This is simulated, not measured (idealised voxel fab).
process module | voxel double patterning
cross-section cut | 295 nm wide | cells 5 nm
A cross-section is a grid of square cells, given in bands from the top down. A band is one or more rows of cells.
Each band's line starts with the height of the band's top and of its bottom, in nm. Then come its materials from left to right, each with its width in nm. One material with "throughout" fills the band from edge to edge. "air" is empty space.
Height 0 is the level under which the wafer as received is all one material. The lowest band goes on downwards, as in "0 down".
A width such as "30 to 40" changes by the same amount from each row of cells to the next, from the band's top row to its bottom row.
"no change" after a step means that no cell of the cross-section changed.
closed voids: empty space of 8 cells or more with no open way to the top, each as width x height at its distance from the left edge, in nm
after a step's settings: what the simulator itself notes on the step
overlay nm, on a step with a mask: how far to the right of its planned place the mask lay; to the left if negative
Each pair below shows a cross-section before one step and the cross-section after it, down to the lowest band that changed. The line under each pair gives the step between them, with its settings. The pairs can come from different runs of this module on the same starting wafer, so a pair continues from the pair above only where its "before" says so.
before
  0 down: Si throughout
  closed voids: none
after
  10 to 0: SiO2 throughout
  below 0: unchanged
  closed voids: none
the step between: op CONFORMAL_DEP | material SiO2 | thk nm 10
before: the cross-section after the pair above
after
  20 to 10: W throughout
  below 10: unchanged
  closed voids: none
the step between: op DIRECTIONAL_DEP | material W | thk nm 10
before: the cross-section after the pair above
after
  25 to 20: SiN throughout
  below 20: unchanged
  closed voids: none
the step between: op DIRECTIONAL_DEP | material SiN | thk nm 5
before: the cross-section after the pair above
after
  25 to 20: SiN 90 | air 15 | SiN 35 | air 15 | SiN 35 | air 15 | SiN 90
  below 20: unchanged
  closed voids: none
the step between: op MASKED_ETCH | tone open | mask id FIRST | width nm 15 | pitch nm 50 | etch materials SiN | depth nm 5 | overlay nm 0
before: the cross-section after the pair above
after
  35 to 30: aC 90 | air 15 | aC 35 | air 15 | aC 35 | air 15 | aC 90
  30 to 25: aC throughout
  25 to 20: SiN 90 | aC 15 | SiN 35 | aC 15 | SiN 35 | aC 15 | SiN 90
  below 20: unchanged
  closed voids: none
the step between: op DIRECTIONAL_DEP | material aC | thk nm 10
before: the cross-section after the pair above
after
  60 to 35: resist 115 | air 15 | resist 35 | air 15 | resist 115
  35 to 30: aC 90 | resist 15 | aC 35 | resist 15 | aC 35 | resist 15 | aC 90
  below 30: unchanged
  closed voids: none
the step between: op PATTERN | tone open | mask id SECOND | material resist | width nm 15 | pitch nm 50 | thk nm 25 | overlay nm 0
before: the cross-section after the pair above
after
  50 to 35: resist 115 | air 15 | resist 35 | air 15 | resist 115
  35 to 30: aC 90 | resist 15 | aC 10 | air 15 | aC 10 | resist 15 | aC 10 | air 15 | aC 10 | resist 15 | aC 90
  30 to 25: aC 115 | air 15 | aC 35 | air 15 | aC 115
  below 25: unchanged
  closed voids: none
the step between: op DIRECTIONAL_ETCH | etch materials aC | depth nm 10
before: the cross-section after the pair above
after
  35 to 30: aC 90 | air 15 | aC 10 | air 15 | aC 10 | air 15 | aC 10 | air 15 | aC 10 | air 15 | aC 90
  below 30: unchanged
  closed voids: none
the step between: op STRIP | etch materials resist
before: the cross-section after the pair above
after
  35 to 30: aC 90 | air 15 | aC 10 | air 15 | aC 10 | air 15 | aC 10 | air 15 | aC 10 | air 15 | aC 90
  30 to 25: aC 115 | air 15 | aC 35 | air 15 | aC 115
  25 to 20: SiN 90 | aC 15 | SiN 10 | air 15 | SiN 10 | aC 15 | SiN 10 | air 15 | SiN 10 | aC 15 | SiN 90
  below 20: unchanged
  closed voids: none
the step between: op DIRECTIONAL_ETCH | etch materials SiN | depth nm 5
before: the cross-section after the pair above
after
  25 to 20: SiN 90 | air 15 | SiN 10 | air 15 | SiN 10 | air 15 | SiN 10 | air 15 | SiN 10 | air 15 | SiN 90
  below 20: unchanged
  closed voids: none
the step between: op STRIP | etch materials aC
before: the cross-section after the pair above
after
  25 to 20: SiN 90 | air 15 | SiN 10 | air 15 | SiN 10 | air 15 | SiN 10 | air 15 | SiN 10 | air 15 | SiN 90
  20 to 10: W 90 | air 15 | W 10 | air 15 | W 10 | air 15 | W 10 | air 15 | W 10 | air 15 | W 90
  below 10: unchanged
  closed voids: none
the step between: op DIRECTIONAL_ETCH | etch materials W | depth nm 10
before: the cross-section after the pair above
after
  20 to 10: W 90 | air 15 | W 10 | air 15 | W 10 | air 15 | W 10 | air 15 | W 10 | air 15 | W 90
  below 10: unchanged
  closed voids: none
the step between: op STRIP | etch materials SiN
before
  0 down: Si throughout
  closed voids: none
after
  10 to 0: W throughout
  below 0: unchanged
  closed voids: none
the step between: op DIRECTIONAL_DEP | material W | thk nm 10
before: the cross-section after the pair above
after
  15 to 10: SiN throughout
  below 10: unchanged
  closed voids: none
the step between: op DIRECTIONAL_DEP | material SiN | thk nm 5
before: the cross-section after the pair above
after
  15 to 10: SiN 90 | air 15 | SiN 35 | air 15 | SiN 35 | air 15 | SiN 90
  below 10: unchanged
  closed voids: none
the step between: op MASKED_ETCH | tone open | mask id FIRST | width nm 15 | pitch nm 50 | etch materials SiN | depth nm 5 | overlay nm 0
before: the cross-section after the pair above
after
  25 to 20: aC 90 | air 15 | aC 35 | air 15 | aC 35 | air 15 | aC 90
  20 to 15: aC throughout
  15 to 10: SiN 90 | aC 15 | SiN 35 | aC 15 | SiN 35 | aC 15 | SiN 90
  below 10: unchanged
  closed voids: none
the step between: op DIRECTIONAL_DEP | material aC | thk nm 10
before: the cross-section after the pair above
after
  50 to 25: resist 115 | air 15 | resist 35 | air 15 | resist 115
  25 to 20: aC 90 | resist 15 | aC 35 | resist 15 | aC 35 | resist 15 | aC 90
  below 20: unchanged
  closed voids: none
the step between: op PATTERN | tone open | mask id SECOND | material resist | width nm 15 | pitch nm 50 | thk nm 25 | overlay nm 0
before: the cross-section after the pair above
after
  40 to 25: resist 115 | air 15 | resist 35 | air 15 | resist 115
  25 to 20: aC 90 | resist 15 | aC 10 | air 15 | aC 10 | resist 15 | aC 10 | air 15 | aC 10 | resist 15 | aC 90
  20 to 15: aC 115 | air 15 | aC 35 | air 15 | aC 115
  below 15: unchanged
  closed voids: none
the step between: op DIRECTIONAL_ETCH | etch materials aC | depth nm 10
before: the cross-section after the pair above
after
  25 to 20: aC 90 | air 15 | aC 10 | air 15 | aC 10 | air 15 | aC 10 | air 15 | aC 10 | air 15 | aC 90
  below 20: unchanged
  closed voids: none
the step between: op STRIP | etch materials resist
before: the cross-section after the pair above
after
  25 to 20: aC 90 | air 15 | aC 10 | air 15 | aC 10 | air 15 | aC 10 | air 15 | aC 10 | air 15 | aC 90
  20 to 15: aC 115 | air 15 | aC 35 | air 15 | aC 115
  15 to 10: SiN 90 | aC 15 | SiN 10 | air 15 | SiN 10 | aC 15 | SiN 10 | air 15 | SiN 10 | aC 15 | SiN 90
  below 10: unchanged
  closed voids: none
the step between: op DIRECTIONAL_ETCH | etch materials SiN | depth nm 5
before: the cross-section after the pair above
after
  15 to 10: SiN 90 | air 15 | SiN 10 | air 15 | SiN 10 | air 15 | SiN 10 | air 15 | SiN 10 | air 15 | SiN 90
  below 10: unchanged
  closed voids: none
the step between: op STRIP | etch materials aC
before: the cross-section after the pair above
after
  15 to 10: SiN 90 | air 15 | SiN 10 | air 15 | SiN 10 | air 15 | SiN 10 | air 15 | SiN 10 | air 15 | SiN 90
  10 to 0: W 90 | air 15 | W 10 | air 15 | W 10 | air 15 | W 10 | air 15 | W 10 | air 15 | W 90
  below 0: unchanged
  closed voids: none
the step between: op DIRECTIONAL_ETCH | etch materials W | depth nm 10
before: the cross-section after the pair above
after
  10 to 0: W 90 | air 15 | W 10 | air 15 | W 10 | air 15 | W 10 | air 15 | W 10 | air 15 | W 90
  below 0: unchanged
  closed voids: none
the step between: op STRIP | etch materials SiN
before
  10 to 0: W throughout
  0 down: Si throughout
  closed voids: none
after
  20 to 10: SiO2 throughout
  below 10: unchanged
  closed voids: none
the step between: op CONFORMAL_DEP | material SiO2 | thk nm 10
before: the cross-section after the pair above
after
  25 to 20: SiN throughout
  below 20: unchanged
  closed voids: none
the step between: op DIRECTIONAL_DEP | material SiN | thk nm 5
before: the cross-section after the pair above
after
  25 to 20: SiN 90 | air 15 | SiN 35 | air 15 | SiN 35 | air 15 | SiN 90
  below 20: unchanged
  closed voids: none
the step between: op MASKED_ETCH | tone open | mask id FIRST | width nm 15 | pitch nm 50 | etch materials SiN | depth nm 5 | overlay nm 0
before: the cross-section after the pair above
after
  35 to 30: aC 90 | air 15 | aC 35 | air 15 | aC 35 | air 15 | aC 90
  30 to 25: aC throughout
  25 to 20: SiN 90 | aC 15 | SiN 35 | aC 15 | SiN 35 | aC 15 | SiN 90
  below 20: unchanged
  closed voids: none
the step between: op DIRECTIONAL_DEP | material aC | thk nm 10
before: the cross-section after the pair above
after
  60 to 35: resist 115 | air 15 | resist 35 | air 15 | resist 115
  35 to 30: aC 90 | resist 15 | aC 35 | resist 15 | aC 35 | resist 15 | aC 90
  below 30: unchanged
  closed voids: none
the step between: op PATTERN | tone open | mask id SECOND | material resist | width nm 15 | pitch nm 50 | thk nm 25 | overlay nm 0
before: the cross-section after the pair above
after
  50 to 35: resist 115 | air 15 | resist 35 | air 15 | resist 115
  35 to 30: aC 90 | resist 15 | aC 10 | air 15 | aC 10 | resist 15 | aC 10 | air 15 | aC 10 | resist 15 | aC 90
  30 to 25: aC 115 | air 15 | aC 35 | air 15 | aC 115
  below 25: unchanged
  closed voids: none
the step between: op DIRECTIONAL_ETCH | etch materials aC | depth nm 10
before: the cross-section after the pair above
after
  35 to 30: aC 90 | air 15 | aC 10 | air 15 | aC 10 | air 15 | aC 10 | air 15 | aC 10 | air 15 | aC 90
  below 30: unchanged
  closed voids: none
the step between: op STRIP | etch materials resist
before: the cross-section after the pair above
after
  35 to 30: aC 90 | air 15 | aC 10 | air 15 | aC 10 | air 15 | aC 10 | air 15 | aC 10 | air 15 | aC 90
  30 to 25: aC 115 | air 15 | aC 35 | air 15 | aC 115
  25 to 20: SiN 90 | aC 15 | SiN 10 | air 15 | SiN 10 | aC 15 | SiN 10 | air 15 | SiN 10 | aC 15 | SiN 90
  below 20: unchanged
  closed voids: none
the step between: op DIRECTIONAL_ETCH | etch materials SiN | depth nm 5
before: the cross-section after the pair above
after
  25 to 20: SiN 90 | air 15 | SiN 10 | air 15 | SiN 10 | air 15 | SiN 10 | air 15 | SiN 10 | air 15 | SiN 90
  below 20: unchanged
  closed voids: none
the step between: op STRIP | etch materials aC
before: the cross-section after the pair above
after
  20 to 10: SiO2 throughout
  below 10: unchanged
  closed voids: none
the step between: op STRIP | etch materials SiN
before
  25 to 20: SiN 90 | air 15 | SiN 10 | air 15 | SiN 10 | air 15 | SiN 10 | air 15 | SiN 10 | air 15 | SiN 90
  20 to 10: W throughout
  10 to 0: SiO2 throughout
  0 down: Si throughout
  closed voids: none
after
  25 to 20: SiN 90 | air 15 | SiN 10 | air 15 | SiN 10 | air 15 | SiN 10 | air 15 | SiN 10 | air 15 | SiN 90
  20 to 15: W 90 | air 15 | W 10 | air 15 | W 10 | air 15 | W 10 | air 15 | W 10 | air 15 | W 90
  below 15: unchanged
  closed voids: none
the step between: op DIRECTIONAL_ETCH | etch materials W | depth nm 5
before: the cross-section after the pair above
after
  20 to 15: W 90 | air 15 | W 10 | air 15 | W 10 | air 15 | W 10 | air 15 | W 10 | air 15 | W 90
  below 15: unchanged
  closed voids: none
the step between: op STRIP | etch materials SiN
before
  25 to 20: SiN throughout
  20 to 10: W throughout
  10 to 0: SiO2 throughout
  0 down: Si throughout
  closed voids: none
after
  25 to 20: SiN 90 | air 20 | SiN 30 | air 20 | SiN 30 | air 20 | SiN 85
  below 20: unchanged
  closed voids: none
the step between: op MASKED_ETCH | tone open | mask id FIRST | width nm 20 | pitch nm 50 | etch materials SiN | depth nm 5 | overlay nm 0
before: the cross-section after the pair above
after
  35 to 30: aC 90 | air 20 | aC 30 | air 20 | aC 30 | air 20 | aC 85
  30 to 25: aC throughout
  25 to 20: SiN 90 | aC 20 | SiN 30 | aC 20 | SiN 30 | aC 20 | SiN 85
  below 20: unchanged
  closed voids: none
the step between: op DIRECTIONAL_DEP | material aC | thk nm 10
before: the cross-section after the pair above
after
  60 to 35: resist 115 | air 15 | resist 35 | air 15 | resist 115
  35 to 30: aC 90 | resist 20 | aC 30 | resist 20 | aC 30 | resist 20 | aC 85
  below 30: unchanged
  closed voids: none
the step between: op PATTERN | tone open | mask id SECOND | material resist | width nm 15 | pitch nm 50 | thk nm 25 | overlay nm 0
before: the cross-section after the pair above
after
  50 to 35: resist 115 | air 15 | resist 35 | air 15 | resist 115
  35 to 30: aC 90 | resist 20 | aC 5 | air 15 | aC 10 | resist 20 | aC 5 | air 15 | aC 10 | resist 20 | aC 85
  30 to 25: aC 115 | air 15 | aC 35 | air 15 | aC 115
  below 25: unchanged
  closed voids: none
the step between: op DIRECTIONAL_ETCH | etch materials aC | depth nm 10
before: the cross-section after the pair above
after
  35 to 30: aC 90 | air 20 | aC 5 | air 15 | aC 10 | air 20 | aC 5 | air 15 | aC 10 | air 20 | aC 85
  below 30: unchanged
  closed voids: none
the step between: op STRIP | etch materials resist
before: the cross-section after the pair above
after
  35 to 30: aC 90 | air 20 | aC 5 | air 15 | aC 10 | air 20 | aC 5 | air 15 | aC 10 | air 20 | aC 85
  30 to 25: aC 115 | air 15 | aC 35 | air 15 | aC 115
  25 to 20: SiN 90 | aC 20 | SiN 5 | air 15 | SiN 10 | aC 20 | SiN 5 | air 15 | SiN 10 | aC 20 | SiN 85
  below 20: unchanged
  closed voids: none
the step between: op DIRECTIONAL_ETCH | etch materials SiN | depth nm 5
before: the cross-section after the pair above
after
  25 to 20: SiN 90 | air 20 | SiN 5 | air 15 | SiN 10 | air 20 | SiN 5 | air 15 | SiN 10 | air 20 | SiN 85
  below 20: unchanged
  closed voids: none
the step between: op STRIP | etch materials aC
before: the cross-section after the pair above
after
  25 to 20: SiN 90 | air 20 | SiN 5 | air 15 | SiN 10 | air 20 | SiN 5 | air 15 | SiN 10 | air 20 | SiN 85
  20 to 10: W 90 | air 20 | W 5 | air 15 | W 10 | air 20 | W 5 | air 15 | W 10 | air 20 | W 85
  below 10: unchanged
  closed voids: none
the step between: op DIRECTIONAL_ETCH | etch materials W | depth nm 10
before: the cross-section after the pair above
after
  20 to 10: W 90 | air 20 | W 5 | air 15 | W 10 | air 20 | W 5 | air 15 | W 10 | air 20 | W 85
  below 10: unchanged
  closed voids: none
the step between: op STRIP | etch materials SiN
before
  35 to 30: aC 90 | air 15 | aC 35 | air 15 | aC 35 | air 15 | aC 90
  30 to 25: aC throughout
  25 to 20: SiN 90 | aC 15 | SiN 35 | aC 15 | SiN 35 | aC 15 | SiN 90
  20 to 10: W throughout
  10 to 0: SiO2 throughout
  0 down: Si throughout
  closed voids: none
after
  60 to 35: resist 120 | air 15 | resist 35 | air 15 | resist 110
  35 to 30: aC 90 | resist 15 | aC 35 | resist 15 | aC 35 | resist 15 | aC 90
  below 30: unchanged
  closed voids: none
the step between: op PATTERN | tone open | mask id SECOND | material resist | width nm 15 | pitch nm 50 | thk nm 25 | overlay nm 5
before: the cross-section after the pair above
after
  50 to 35: resist 120 | air 15 | resist 35 | air 15 | resist 110
  35 to 30: aC 90 | resist 15 | aC 15 | air 15 | aC 5 | resist 15 | aC 15 | air 15 | aC 5 | resist 15 | aC 90
  30 to 25: aC 120 | air 15 | aC 35 | air 15 | aC 110
  below 25: unchanged
  closed voids: none
the step between: op DIRECTIONAL_ETCH | etch materials aC | depth nm 10
before: the cross-section after the pair above
after
  35 to 30: aC 90 | air 15 | aC 15 | air 15 | aC 5 | air 15 | aC 15 | air 15 | aC 5 | air 15 | aC 90
  below 30: unchanged
  closed voids: none
the step between: op STRIP | etch materials resist
before: the cross-section after the pair above
after
  35 to 30: aC 90 | air 15 | aC 15 | air 15 | aC 5 | air 15 | aC 15 | air 15 | aC 5 | air 15 | aC 90
  30 to 25: aC 120 | air 15 | aC 35 | air 15 | aC 110
  25 to 20: SiN 90 | aC 15 | SiN 15 | air 15 | SiN 5 | aC 15 | SiN 15 | air 15 | SiN 5 | aC 15 | SiN 90
  below 20: unchanged
  closed voids: none
the step between: op DIRECTIONAL_ETCH | etch materials SiN | depth nm 5
before: the cross-section after the pair above
after
  25 to 20: SiN 90 | air 15 | SiN 15 | air 15 | SiN 5 | air 15 | SiN 15 | air 15 | SiN 5 | air 15 | SiN 90
  below 20: unchanged
  closed voids: none
the step between: op STRIP | etch materials aC
before: the cross-section after the pair above
after
  25 to 20: SiN 90 | air 15 | SiN 15 | air 15 | SiN 5 | air 15 | SiN 15 | air 15 | SiN 5 | air 15 | SiN 90
  20 to 10: W 90 | air 15 | W 15 | air 15 | W 5 | air 15 | W 15 | air 15 | W 5 | air 15 | W 90
  below 10: unchanged
  closed voids: none
the step between: op DIRECTIONAL_ETCH | etch materials W | depth nm 10
before: the cross-section after the pair above
after
  20 to 10: W 90 | air 15 | W 15 | air 15 | W 5 | air 15 | W 15 | air 15 | W 5 | air 15 | W 90
  below 10: unchanged
  closed voids: none
the step between: op STRIP | etch materials SiN
before
  25 to 20: SiN 90 | air 15 | SiN 35 | air 15 | SiN 35 | air 15 | SiN 90
  20 to 10: W throughout
  10 to 0: SiO2 throughout
  0 down: Si throughout
  closed voids: none
after
  35 to 30: SiO2 90 | air 15 | SiO2 35 | air 15 | SiO2 35 | air 15 | SiO2 90
  30 to 25: SiO2 throughout
  25 to 20: SiN 90 | SiO2 15 | SiN 35 | SiO2 15 | SiN 35 | SiO2 15 | SiN 90
  below 20: unchanged
  closed voids: none
the step between: op DIRECTIONAL_DEP | material SiO2 | thk nm 10
before: the cross-section after the pair above
after
  60 to 35: resist 115 | air 15 | resist 35 | air 15 | resist 115
  35 to 30: SiO2 90 | resist 15 | SiO2 35 | resist 15 | SiO2 35 | resist 15 | SiO2 90
  below 30: unchanged
  closed voids: none
the step between: op PATTERN | tone open | mask id SECOND | material resist | width nm 15 | pitch nm 50 | thk nm 25 | overlay nm 0
before: the cross-section after the pair above
after
  50 to 35: resist 115 | air 15 | resist 35 | air 15 | resist 115
  below 35: unchanged
  closed voids: none
the step between: op DIRECTIONAL_ETCH | etch materials aC | depth nm 10
before: the cross-section after the pair above
after
  35 to 30: SiO2 90 | air 15 | SiO2 35 | air 15 | SiO2 35 | air 15 | SiO2 90
  below 30: unchanged
  closed voids: none
the step between: op STRIP | etch materials resist
before
  35 to 30: aC 90 | air 15 | aC 35 | air 15 | aC 35 | air 15 | aC 90
  30 to 25: aC throughout
  25 to 20: SiN 90 | aC 15 | SiN 35 | aC 15 | SiN 35 | aC 15 | SiN 90
  20 to 10: W throughout
  10 to 0: SiO2 throughout
  0 down: Si throughout
  closed voids: none
after
  60 to 35: air 115 | resist 15 | air 35 | resist 15 | air 115
  below 35: unchanged
  closed voids: none
the step between: op PATTERN | tone cover | mask id SECOND | material resist | width nm 15 | pitch nm 50 | thk nm 25 | overlay nm 0
before: the cross-section after the pair above
after
  50 to 35: air 115 | resist 15 | air 35 | resist 15 | air 115
  35 to 25: air 115 | aC 15 | air 35 | aC 15 | air 115
  25 to 20: SiN 90 | air 15 | SiN 35 | air 15 | SiN 35 | air 15 | SiN 90
  below 20: unchanged
  closed voids: none
the step between: op DIRECTIONAL_ETCH | etch materials aC | depth nm 10
before: the cross-section after the pair above
after
  35 to 25: air 115 | aC 15 | air 35 | aC 15 | air 115
  below 25: unchanged
  closed voids: none
the step between: op STRIP | etch materials resist
before: the cross-section after the pair above
after
  35 to 25: air 115 | aC 15 | air 35 | aC 15 | air 115
  25 to 20: air 115 | SiN 15 | air 35 | SiN 15 | air 115
  below 20: unchanged
  closed voids: none
the step between: op DIRECTIONAL_ETCH | etch materials SiN | depth nm 5
before: the cross-section after the pair above
after
  25 to 20: air 115 | SiN 15 | air 35 | SiN 15 | air 115
  below 20: unchanged
  closed voids: none
the step between: op STRIP | etch materials aC
before: the cross-section after the pair above
after
  25 to 20: air 115 | SiN 15 | air 35 | SiN 15 | air 115
  20 to 10: air 115 | W 15 | air 35 | W 15 | air 115
  below 10: unchanged
  closed voids: none
the step between: op DIRECTIONAL_ETCH | etch materials W | depth nm 10
before: the cross-section after the pair above
after
  20 to 10: air 115 | W 15 | air 35 | W 15 | air 115
  below 10: unchanged
  closed voids: none
the step between: op STRIP | etch materials SiN
